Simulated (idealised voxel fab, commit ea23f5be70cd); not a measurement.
Proc. module: voxel quadruple lines
The cross-section on display is named cut; it measures 270 nm wide, and its cells are 5 nm squares.
Cross-section spec: square-cell grid; bands listed top down; each band is one or more rows. What a band's entry tells you: where the top is and where the bottom is, as heights in nm, and after that what lies inside, material by material from left to right, each with its width in nm. Empty space is written as the word "blank", and a single material marked with the word "everywhere" occupies the band from edge to edge. Counting heights begins at 0, where everything beneath is, in the wafer as received, one material. The lowest band has no bottom; it goes on downwards, as "from 0 down" shows. Top row gets the first number, bottom row gets the second, and each row in between changes by the same step: that is how a band width like "30->40" works. It should be understood that the words "changes: none", when stated for a given step, signify that the cross-section underwent no change in any of its cells during that step. Each empty space that has no open way to the top and spans at least 8 cells appears under "Listed closed voids" as width x height at distance, the distance counted from the left edge, all in nm. Post-settings text on a step line: simulator's own remark regarding the step. Regarding "overlay nm": on a step with a mask, it is the distance the mask lay to the right of its planned place; a negative value places it to the left.
Planned process steps:
1 op RECEIVE | material Si
2 op CONFORMAL_DEP | material SiO2 | thk nm 5
3 op DIRECTIONAL_DEP | material W | thk nm 15
4 op DIRECTIONAL_DEP | material polySi | thk nm 15
5 op DIRECTIONAL_DEP | material aC | thk nm 25
6 op PATTERN | tone cover | mask id MANDREL | material resist | width nm 30 | pitch nm 80 | thk nm 35 | overlay nm -15
7 op DIRECTIONAL_ETCH | etch materials aC | depth nm 25
8 op STRIP | etch materials resist
9 op CONFORMAL_DEP | material SiO2 | thk nm 10
10 op DIRECTIONAL_ETCH | etch materials SiO2 | depth nm 10
11 op STRIP | etch materials aC
12 op DIRECTIONAL_ETCH | etch materials polySi | depth nm 15
13 op STRIP | etch materials SiO2
14 op CONFORMAL_DEP | material SiCN | thk nm 10
15 op DIRECTIONAL_ETCH | etch materials SiCN | depth nm 10
16 op STRIP | etch materials polySi
17 op DIRECTIONAL_ETCH | etch materials W | depth nm 15
18 op STRIP | etch materials SiCN
Wafers differ in overlay nm at step 6; plan lists the first wafer's value; identical starting state.
First of several wafers, received after step 1, in cross-section:
  from 0 down: Si everywhere
  Listed closed voids: none
Heads up, this table goes wafer by wafer. A row tells you, at the end of the module, how many cells of each material that wafer has put on (+) or dropped (-) since it was received, and then its closed voids:
overlay nm -15 | +54 SiO2 | +48 W | Listed closed voids: none
overlay nm -10 | +54 SiO2 | +48 W | Listed closed voids: none
overlay nm -5 | +54 SiO2 | +48 W | Listed closed voids: none
overlay nm 0 | +54 SiO2 | +48 W | Listed closed voids: none
overlay nm 5 | +54 SiO2 | +48 W | Listed closed voids: none
overlay nm 10 | +54 SiO2 | +48 W | Listed closed voids: none
overlay nm 15 | +54 SiO2 | +48 W | Listed closed voids: none
